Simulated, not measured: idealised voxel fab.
Process module under the name voxel gate over fins
Section shown: cut. Width: 255 nm. Cell size: 5 nm, square.
A cross-section is a grid of square cells, given in bands from the top down. A band is one or more rows of cells.
Heights first: top, then bottom, in nm. Then materials, left to right, each with a width in nm. "throughout" on a single material: fills the band edge to edge. "air": empty space.
The level at which height equals 0 is the one under which the wafer, as it arrives, is entirely one material. No lower edge exists for the bottom band, which continues downward and is notated as in "z 0 and below".
The notation "30->40" denotes a width that varies across the rows of cells in the band, beginning at the first number in the top row, finishing at the second number in the bottom row, and changing by an identical amount from each row to the next.
Any step labelled "nothing was modified" changed none of the cells in the cross-section.
Basically, "Enclosed voids" tells you about the enclosed voids: empty spaces with no open way to the top, 8 cells or bigger, each written width x height at distance, where distance is from the left edge, all in nm.
Note: text after step settings on the step line = simulator remark on that step.
Among the settings permitted on a step's line is "overlay nm"; applied to a step with a mask, it specifies the extent to which the mask lay to the right of its planned position, whereas a negative figure signifies a position to the left.

Intended process steps:
1,RECEIVE (material Si)
2,CONFORMAL_DEP (material SiN; thk nm 10)
3,MASKED_ETCH (tone cover; mask id FINS; width nm 15; pitch nm 60; etch materials SiN; depth nm 10; overlay nm 0)
4,MASKED_ETCH (tone cover; mask id FINS; width nm 15; pitch nm 60; etch materials Si; depth nm 35; overlay nm 0)
5,OXIDIZE (depth nm 5)
6,FILL_DEP (material SiO2; thk nm 10)
7,CMP (height nm 10)
8,PATTERN (tone open; mask id RAIL; material resist; width nm 15; thk nm 20; overlay nm 0)
9,DIRECTIONAL_ETCH (etch materials SiO2; depth nm 40)
10,STRIP (etch materials resist)
11,CONFORMAL_DEP (material TiN; thk nm 5)
12,FILL_DEP (material Ru; thk nm 5)
13,CMP (height nm 10)
14,SELECTIVE_ETCH (etch materials W Ru TiN; depth nm 30)
15,FILL_DEP (material SiO2; thk nm 5)
16,CMP (height nm 10)
17,SELECTIVE_ETCH (etch materials SiO2; depth nm 25)
18,STRIP (etch materials SiN)
19,CONFORMAL_DEP (material HfO2; thk nm 5)
20,CONFORMAL_DEP (material TiN; thk nm 5)
21,FILL_DEP (material W; thk nm 15)
22,CMP (height nm 20)
23,CONFORMAL_DEP (material SiCN; thk nm 10)

First of two wafers, processed according to plan:

Cross-section: wafer on arrival = after step 1:
    z 0 and below = Si throughout
    Enclosed voids: none

Step 2 complete: cross-section through the wafer:
    z 10 to 0 = SiN throughout
    Below 0, no change.

Step 3 complete: cross-section through the wafer:
    z 10 to 0 = air: 60, then SiN: 15, then air: 45, then SiN: 15, then air: 45, then SiN: 15, then air: 60
    Below 0, no change.

Step 4 complete: cross-section through the wafer:
    z 10 to 0 = air: 60, then SiN: 15, then air: 45, then SiN: 15, then air: 45, then SiN: 15, then air: 60
    z 0 to -35 = air: 60, then Si: 15, then air: 45, then Si: 15, then air: 45, then Si: 15, then air: 60
    Below -35, no change.

Step 5 complete: cross-section through the wafer:
    z 10 to 0 = air: 60, then SiN: 15, then air: 45, then SiN: 15, then air: 45, then SiN: 15, then air: 60
    z 0 to -35 = air: 60, then SiO2: 5, then Si: 5, then SiO2: 5, then air: 45, then SiO2: 5, then Si: 5, then SiO2: 5, then air: 45, then SiO2: 5, then Si: 5, then SiO2: 5, then air: 60
    z -35 to -40 = SiO2: 65, then Si: 5, then SiO2: 55, then Si: 5, then SiO2: 55, then Si: 5, then SiO2: 65
    Below -40, no change.

Step 6 complete: cross-section through the wafer:
    z 20 to 10 = SiO2 throughout
    z 10 to 0 = SiO2: 60, then SiN: 15, then SiO2: 45, then SiN: 15, then SiO2: 45, then SiN: 15, then SiO2: 60
    z 0 to -40 = SiO2: 65, then Si: 5, then SiO2: 55, then Si: 5, then SiO2: 55, then Si: 5, then SiO2: 65
    Below -40, no change.

Step 7 complete: cross-section through the wafer:
    z 10 to 0 = SiO2: 60, then SiN: 15, then SiO2: 45, then SiN: 15, then SiO2: 45, then SiN: 15, then SiO2: 60
    Below 0, no change.

Step 8 complete: cross-section through the wafer:
    z 30 to 10 = resist: 90, then air: 15, then resist: 150
    Below 10, no change.

Step 9 complete: cross-section through the wafer:
    z 30 to 10 = resist: 90, then air: 15, then resist: 150
    z 10 to 0 = SiO2: 60, then SiN: 15, then SiO2: 15, then air: 15, then SiO2: 15, then SiN: 15, then SiO2: 45, then SiN: 15, then SiO2: 60
    z 0 to -30 = SiO2: 65, then Si: 5, then SiO2: 20, then air: 15, then SiO2: 20, then Si: 5, then SiO2: 55, then Si: 5, then SiO2: 65
    Below -30, no change.

Step 10 complete: cross-section through the wafer:
    z 10 to 0 = SiO2: 60, then SiN: 15, then SiO2: 15, then air: 15, then SiO2: 15, then SiN: 15, then SiO2: 45, then SiN: 15, then SiO2: 60
    Below 0, no change.

Step 11 complete: cross-section through the wafer:
    z 15 to 10 = TiN: 95, then air: 5, then TiN: 155
    z 10 to 0 = SiO2: 60, then SiN: 15, then SiO2: 15, then TiN: 5, then air: 5, then TiN: 5, then SiO2: 15, then SiN: 15, then SiO2: 45, then SiN: 15, then SiO2: 60
    z 0 to -25 = SiO2: 65, then Si: 5, then SiO2: 20, then TiN: 5, then air: 5, then TiN: 5, then SiO2: 20, then Si: 5, then SiO2: 55, then Si: 5, then SiO2: 65
    z -25 to -30 = SiO2: 65, then Si: 5, then SiO2: 20, then TiN: 15, then SiO2: 20, then Si: 5, then SiO2: 55, then Si: 5, then SiO2: 65
    Below -30, no change.

Step 12 complete: cross-section through the wafer:
    z 20 to 15 = Ru throughout
    z 15 to 10 = TiN: 95, then Ru: 5, then TiN: 155
    z 10 to 0 = SiO2: 60, then SiN: 15, then SiO2: 15, then TiN: 5, then Ru: 5, then TiN: 5, then SiO2: 15, then SiN: 15, then SiO2: 45, then SiN: 15, then SiO2: 60
    z 0 to -25 = SiO2: 65, then Si: 5, then SiO2: 20, then TiN: 5, then Ru: 5, then TiN: 5, then SiO2: 20, then Si: 5, then SiO2: 55, then Si: 5, then SiO2: 65
    Below -25, no change.

Step 13 complete: cross-section through the wafer:
    z 10 to 0 = SiO2: 60, then SiN: 15, then SiO2: 15, then TiN: 5, then Ru: 5, then TiN: 5, then SiO2: 15, then SiN: 15, then SiO2: 45, then SiN: 15, then SiO2: 60
    Below 0, no change.

Step 14 complete: cross-section through the wafer:
    z 10 to 0 = SiO2: 60, then SiN: 15, then SiO2: 15, then air: 15, then SiO2: 15, then SiN: 15, then SiO2: 45, then SiN: 15, then SiO2: 60
    z 0 to -20 = SiO2: 65, then Si: 5, then SiO2: 20, then air: 15, then SiO2: 20, then Si: 5, then SiO2: 55, then Si: 5, then SiO2: 65
    Below -20, no change.

Step 15 complete: cross-section through the wafer:
    z 15 to 10 = SiO2 throughout
    z 10 to 0 = SiO2: 60, then SiN: 15, then SiO2: 45, then SiN: 15, then SiO2: 45, then SiN: 15, then SiO2: 60
    z 0 to -20 = SiO2: 65, then Si: 5, then SiO2: 55, then Si: 5, then SiO2: 55, then Si: 5, then SiO2: 65
    Below -20, no change.

Step 16 complete: cross-section through the wafer:
    z 10 to 0 = SiO2: 60, then SiN: 15, then SiO2: 45, then SiN: 15, then SiO2: 45, then SiN: 15, then SiO2: 60
    Below 0, no change.

Step 17 complete: cross-section through the wafer:
    z 10 to 0 = air: 60, then SiN: 15, then air: 45, then SiN: 15, then air: 45, then SiN: 15, then air: 60
    z 0 to -15 = air: 65, then Si: 5, then air: 55, then Si: 5, then air: 55, then Si: 5, then air: 65
    Below -15, no change.

Step 18 complete: cross-section through the wafer:
    z 0 to -15 = air: 65, then Si: 5, then air: 55, then Si: 5, then air: 55, then Si: 5, then air: 65
    Below -15, no change.

Step 19 complete: cross-section through the wafer:
    z 5 to 0 = air: 60, then HfO2: 15, then air: 45, then HfO2: 15, then air: 45, then HfO2: 15, then air: 60
    z 0 to -10 = air: 60, then HfO2: 5, then Si: 5, then HfO2: 5, then air: 45, then HfO2: 5, then Si: 5, then HfO2: 5, then air: 45, then HfO2: 5, then Si: 5, then HfO2: 5, then air: 60
    z -10 to -15 = HfO2: 65, then Si: 5, then HfO2: 55, then Si: 5, then HfO2: 55, then Si: 5, then HfO2: 65
    Below -15, no change.

Step 20 complete: cross-section through the wafer:
    z 10 to 5 = air: 55, then TiN: 25, then air: 35, then TiN: 25, then air: 35, then TiN: 25, then air: 55
    z 5 to 0 = air: 55, then TiN: 5, then HfO2: 15, then TiN: 5, then air: 35, then TiN: 5, then HfO2: 15, then TiN: 5, then air: 35, then TiN: 5, then HfO2: 15, then TiN: 5, then air: 55
    z 0 to -5 = air: 55, then TiN: 5, then HfO2: 5, then Si: 5, then HfO2: 5, then TiN: 5, then air: 35, then TiN: 5, then HfO2: 5, then Si: 5, then HfO2: 5, then TiN: 5, then air: 35, then TiN: 5, then HfO2: 5, then Si: 5, then HfO2: 5, then TiN: 5, then air: 55
    z -5 to -10 = TiN: 60, then HfO2: 5, then Si: 5, then HfO2: 5, then TiN: 45, then HfO2: 5, then Si: 5, then HfO2: 5, then TiN: 45, then HfO2: 5, then Si: 5, then HfO2: 5, then TiN: 60
    Below -10, no change.

Step 21 complete: cross-section through the wafer:
    z 25 to 10 = W throughout
    z 10 to 5 = W: 55, then TiN: 25, then W: 35, then TiN: 25, then W: 35, then TiN: 25, then W: 55
    z 5 to 0 = W: 55, then TiN: 5, then HfO2: 15, then TiN: 5, then W: 35, then TiN: 5, then HfO2: 15, then TiN: 5, then W: 35, then TiN: 5, then HfO2: 15, then TiN: 5, then W: 55
    z 0 to -5 = W: 55, then TiN: 5, then HfO2: 5, then Si: 5, then HfO2: 5, then TiN: 5, then W: 35, then TiN: 5, then HfO2: 5, then Si: 5, then HfO2: 5, then TiN: 5, then W: 35, then TiN: 5, then HfO2: 5, then Si: 5, then HfO2: 5, then TiN: 5, then W: 55
    Below -5, no change.

Step 22 complete: cross-section through the wafer:
    z 20 to 10 = W throughout
    Below 10, no change.

Step 23 complete: cross-section through the wafer:
    z 30 to 20 = SiCN throughout
    Below 20, no change.

Second wafer, same starting state and plan as the first, one mistake in the run, identical through step 16:

X-section, second wafer, when step 17 was due to finish:
    z 10 to 0 = SiO2: 60, then air: 15, then SiO2: 45, then air: 15, then SiO2: 45, then air: 15, then SiO2: 60
    Below 0, no change.

X-section, second wafer, when step 18 was due to finish:
    z 0 to -15 = air: 65, then Si: 5, then air: 55, then Si: 5, then air: 55, then Si: 5, then air: 65
    z -15 to -20 = SiO2: 35, then air: 30, then Si: 5, then air: 55, then Si: 5, then air: 55, then Si: 5, then air: 30, then SiO2: 35
    z -20 to -25 = SiO2: 35, then air: 30, then Si: 5, then air: 20, then TiN: 5, then Ru: 5, then TiN: 5, then air: 20, then Si: 5, then air: 55, then Si: 5, then air: 30, then SiO2: 35
    Below -25, no change.

X-section, second wafer, when step 19 was due to finish:
    z 5 to 0 = air: 60, then HfO2: 15, then air: 45, then HfO2: 15, then air: 45, then HfO2: 15, then air: 60
    z 0 to -10 = air: 60, then HfO2: 5, then Si: 5, then HfO2: 5, then air: 45, then HfO2: 5, then Si: 5, then HfO2: 5, then air: 45, then HfO2: 5, then Si: 5, then HfO2: 5, then air: 60
    z -10 to -15 = HfO2: 40, then air: 20, then HfO2: 5, then Si: 5, then HfO2: 5, then air: 45, then HfO2: 5, then Si: 5, then HfO2: 5, then air: 45, then HfO2: 5, then Si: 5, then HfO2: 5, then air: 20, then HfO2: 40
    z -15 to -20 = SiO2: 35, then HfO2: 5, then air: 20, then HfO2: 5, then Si: 5, then HfO2: 5, then air: 10, then HfO2: 25, then air: 10, then HfO2: 5, then Si: 5, then HfO2: 5, then air: 45, then HfO2: 5, then Si: 5, then HfO2: 5, then air: 20, then HfO2: 5, then SiO2: 35
    z -20 to -25 = SiO2: 35, then HfO2: 30, then Si: 5, then HfO2: 20, then TiN: 5, then Ru: 5, then TiN: 5, then HfO2: 20, then Si: 5, then HfO2: 55, then Si: 5, then HfO2: 30, then SiO2: 35
    Below -25, no change.

X-section, second wafer, when step 20 was due to finish:
    z 10 to 5 = air: 55, then TiN: 25, then air: 35, then TiN: 25, then air: 35, then TiN: 25, then air: 55
    z 5 to 0 = air: 55, then TiN: 5, then HfO2: 15, then TiN: 5, then air: 35, then TiN: 5, then HfO2: 15, then TiN: 5, then air: 35, then TiN: 5, then HfO2: 15, then TiN: 5, then air: 55
    z 0 to -5 = air: 55, then TiN: 5, then HfO2: 5, then Si: 5, then HfO2: 5, then TiN: 5, then air: 35, then TiN: 5, then HfO2: 5, then Si: 5, then HfO2: 5, then TiN: 5, then air: 35, then TiN: 5, then HfO2: 5, then Si: 5, then HfO2: 5, then TiN: 5, then air: 55
    z -5 to -10 = TiN: 45, then air: 10, then TiN: 5, then HfO2: 5, then Si: 5, then HfO2: 5, then TiN: 5, then air: 35, then TiN: 5, then HfO2: 5, then Si: 5, then HfO2: 5, then TiN: 5, then air: 35, then TiN: 5, then HfO2: 5, then Si: 5, then HfO2: 5, then TiN: 5, then air: 10, then TiN: 45
    z -10 to -15 = HfO2: 40, then TiN: 5, then air: 10, then TiN: 5, then HfO2: 5, then Si: 5, then HfO2: 5, then TiN: 45, then HfO2: 5, then Si: 5, then HfO2: 5, then TiN: 5, then air: 35, then TiN: 5, then HfO2: 5, then Si: 5, then HfO2: 5, then TiN: 5, then air: 10, then TiN: 5, then HfO2: 40
    z -15 to -20 = SiO2: 35, then HfO2: 5, then TiN: 20, then HfO2: 5, then Si: 5, then HfO2: 5, then TiN: 10, then HfO2: 25, then TiN: 10, then HfO2: 5, then Si: 5, then HfO2: 5, then TiN: 45, then HfO2: 5, then Si: 5, then HfO2: 5, then TiN: 20, then HfO2: 5, then SiO2: 35
    Below -20, no change.

X-section, second wafer, when step 21 was due to finish:
    z 25 to 10 = W throughout
    z 10 to 5 = W: 55, then TiN: 25, then W: 35, then TiN: 25, then W: 35, then TiN: 25, then W: 55
    z 5 to 0 = W: 55, then TiN: 5, then HfO2: 15, then TiN: 5, then W: 35, then TiN: 5, then HfO2: 15, then TiN: 5, then W: 35, then TiN: 5, then HfO2: 15, then TiN: 5, then W: 55
    z 0 to -5 = W: 55, then TiN: 5, then HfO2: 5, then Si: 5, then HfO2: 5, then TiN: 5, then W: 35, then TiN: 5, then HfO2: 5, then Si: 5, then HfO2: 5, then TiN: 5, then W: 35, then TiN: 5, then HfO2: 5, then Si: 5, then HfO2: 5, then TiN: 5, then W: 55
    z -5 to -10 = TiN: 45, then W: 10, then TiN: 5, then HfO2: 5, then Si: 5, then HfO2: 5, then TiN: 5, then W: 35, then TiN: 5, then HfO2: 5, then Si: 5, then HfO2: 5, then TiN: 5, then W: 35, then TiN: 5, then HfO2: 5, then Si: 5, then HfO2: 5, then TiN: 5, then W: 10, then TiN: 45
    z -10 to -15 = HfO2: 40, then TiN: 5, then W: 10, then TiN: 5, then HfO2: 5, then Si: 5, then HfO2: 5, then TiN: 45, then HfO2: 5, then Si: 5, then HfO2: 5, then TiN: 5, then W: 35, then TiN: 5, then HfO2: 5, then Si: 5, then HfO2: 5, then TiN: 5, then W: 10, then TiN: 5, then HfO2: 40
    Below -15, no change.

X-section, second wafer, when step 22 was due to finish:
    z 20 to 10 = W throughout
    Below 10, no change.

X-section, second wafer, when step 23 was due to finish:
    z 30 to 20 = SiCN throughout
    Below 20, no change.
It is concluded that the wafer was processed incorrectly with respect to the plan, in that steps 17 and 18: order swapped relative to plan
Final comparison by cell count, materials where the second wafer has more or fewer than the first: +18 HfO2; -65 SiO2; +18 TiN; +29 W
